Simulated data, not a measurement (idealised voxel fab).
Documented hereafter: the process module known as voxel wiring stack.
It is cross-section cut that appears here, measuring 215 nm in width, its square cells being 5 nm in size.
The cross-sections in this document take the form of a grid made of square cells. They are written out as bands, in order from top to bottom. Each band consists of one or more rows of cells. Look at the band entry: it leads with the top's height and the bottom's height in nm. Then it lists the materials left to right, with a width in nm for each. The word "edge to edge" on a single material says that material fills the band edge to edge. The word "empty" is empty space. Height datum 0, below which the as-received substrate wafer is one material. Lowest band open at the bottom, running downward: "0 and below". With a width like "30..40", each row of cells in the band differs from the next by the same amount, the top row carrying the first number and the bottom row the second. "same as before" (step): cross-section cells unchanged, all of them. The label "Sealed cavities" introduces a list of the empty spaces, 8 cells or larger, that have no open way up to the top; each entry in it reads width x height at distance, where the distance is taken from the left edge and all three are stated in nm. Heads up: the bit after the settings on a step's line is the simulator's remark on that step. If you see "overlay nm" on a step's line and that step has a mask, it's telling you how far right of where it was planned the mask ended up; a negative number means it went left instead.
Planned process steps:
step 1: RECEIVE, material Si
step 2: CONFORMAL_DEP, material SiO2, thk nm 15
step 3: DIRECTIONAL_DEP, material TiN, thk nm 5
step 4: DIRECTIONAL_DEP, material Ru, thk nm 20
step 5: MASKED_ETCH, tone cover, mask id METAL_1, width nm 25, pitch nm 55, etch materials Ru, depth nm 20, overlay nm 0
step 6: MASKED_ETCH, tone cover, mask id METAL_1, width nm 25, pitch nm 55, etch materials TiN, depth nm 5, overlay nm 0
step 7: CONFORMAL_DEP, material SiN, thk nm 5
step 8: FILL_DEP, material lowk, thk nm 5
step 9: CMP, height nm 40
step 10: CONFORMAL_DEP, material SiCN, thk nm 5
step 11: DIRECTIONAL_DEP, material SiO2, thk nm 30
step 12: PATTERN, tone open, mask id METAL_2, material resist, width nm 25, pitch nm 55, thk nm 15, overlay nm 0
step 13: DIRECTIONAL_ETCH, etch materials SiO2, depth nm 20
step 14: STRIP, etch materials resist
step 15: DIRECTIONAL_DEP, material aC, thk nm 15
step 16: PATTERN, tone open, mask id METAL_2_HOLES, material resist, width nm 15, pitch nm 55, thk nm 30, overlay nm 0
step 17: DIRECTIONAL_ETCH, etch materials aC, depth nm 15
step 18: STRIP, etch materials resist
step 19: DIRECTIONAL_ETCH, etch materials SiO2, depth nm 10
step 20: DIRECTIONAL_ETCH, etch materials SiCN, depth nm 5
step 21: STRIP, etch materials aC
step 22: CONFORMAL_DEP, material TiN, thk nm 5
step 23: FILL_DEP, material Cu, thk nm 10
step 24: CMP, height nm 75
step 25: CONFORMAL_DEP, material SiCN, thk nm 5
Received-state cross-section, reflecting completion of step 1:
    0 and below = Si edge to edge
    Sealed cavities: none
Figure: cross-sectional view of the wafer upon completion of the module, processed from the initial state and according to the plan depicted above, with one error introduced during execution:
    80 down to 75 = SiCN edge to edge
    75 down to 60 = SiO2: 40, then TiN: 5, then Cu: 15, then TiN: 5, then SiO2: 30, then TiN: 5, then Cu: 15, then TiN: 5, then SiO2: 30, then TiN: 5, then Cu: 15, then TiN: 5, then SiO2: 40
    60 down to 55 = SiO2: 40, then TiN: 5, then Cu: 5, then TiN: 15, then SiO2: 30, then TiN: 5, then Cu: 5, then TiN: 15, then SiO2: 30, then TiN: 5, then Cu: 5, then TiN: 15, then SiO2: 40
    55 down to 45 = SiO2: 40, then TiN: 5, then Cu: 5, then TiN: 5, then SiO2: 40, then TiN: 5, then Cu: 5, then TiN: 5, then SiO2: 40, then TiN: 5, then Cu: 5, then TiN: 5, then SiO2: 50
    45 down to 40 = SiCN: 40, then TiN: 15, then SiCN: 40, then TiN: 15, then SiCN: 40, then TiN: 15, then SiCN: 50
    40 down to 25 = lowk: 35, then SiN: 5, then Ru: 25, then SiN: 5, then lowk: 20, then SiN: 5, then Ru: 25, then SiN: 5, then lowk: 20, then SiN: 5, then Ru: 25, then SiN: 5, then lowk: 35
    25 down to 20 = SiN: 40, then Ru: 25, then SiN: 30, then Ru: 25, then SiN: 30, then Ru: 25, then SiN: 40
    20 down to 5 = SiO2 edge to edge
    5 down to 0 = TiN edge to edge
    0 and below = Si edge to edge
    Sealed cavities: none
Want to know what went wrong? step 2 ran in the slot meant for step 3, and vice versa
